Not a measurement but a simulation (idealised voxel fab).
A process module follows: voxel tone inversion.
Section shown: cut. Width: 300 nm. Cell size: 5 nm, square.
We lay out every cross-section as a grid of square cells and spell it out in bands from the top down, where one band means one or more rows of cells. It is stipulated that each band's entry specify, in nanometres, the height of the top of the band and then that of its bottom, followed by the materials of the band in left-to-right sequence, each together with its width in nanometres. A single material marked by the word "all across" is understood to fill the band from edge to edge; the word "air" is understood to denote empty space. Convention: height 0 is the level below which the wafer, as received, is all one material. The lowest band does not terminate at the bottom but continues downward, represented as "0 -> down". A width given as "30..40" starts at the first number in the band's top row and ends at the second number in its bottom row, shifting by an equal amount at every step from row to row. Where a step carries "no change", the cross-section came out of it unchanged, cell for cell. Voids, enclosed: empty space of 8 cells or more with no open way to the top, each as width x height at its distance from the left edge, in nm. Step line, after settings: the simulator's comment on this step. What "overlay nm" on a step's line means: if the step has a mask, that mask lay this far to the right of its planned place, or, when the value is negative, to the left.

[Below is the list of planned process steps]
1. RECEIVE: material Si
2. CONFORMAL_DEP: material SiCN, thk nm 10
3. DIRECTIONAL_DEP: material polySi, thk nm 20
4. PATTERN: tone cover, mask id POSTS, material resist, width nm 25, pitch nm 55, thk nm 30, overlay nm 0
5. DIRECTIONAL_ETCH: etch materials polySi, depth nm 20
6. STRIP: etch materials resist
7. FILL_DEP: material SiO2, thk nm 10
8. CMP: height nm 30
9. STRIP: etch materials polySi
10. CONFORMAL_DEP: material TiN, thk nm 5
11. FILL_DEP: material Cu, thk nm 10
12. CMP: height nm 30
13. CONFORMAL_DEP: material SiN, thk nm 5

[as received, after step 1]
- 0 -> down | Si all across
- Voids, enclosed: none

[Look at the cross-section after the module: the wafer started out the way shown above and the plan was the one shown above, yet one mistake was made along the way]
- 35 -> 30 | SiN all across
- 30 -> 15 | SiO2 60  TiN 5  Cu 5  TiN 5  SiO2 40  TiN 5  Cu 5  TiN 5  SiO2 40  TiN 5  Cu 5  TiN 5  SiO2 40  TiN 5  Cu 5  TiN 5  SiO2 60
- 15 -> 10 | SiO2 60  TiN 15  SiO2 40  TiN 15  SiO2 40  TiN 15  SiO2 40  TiN 15  SiO2 60
- 10 -> 0 | SiCN all across
- 0 -> down | Si all across
- Voids, enclosed: none
What broke from the plan during processing? step 4, actual vs plan mismatch, actual run PATTERN: tone cover, mask id POSTS, material resist, width nm 15, pitch nm 55, thk nm 30, overlay nm 0
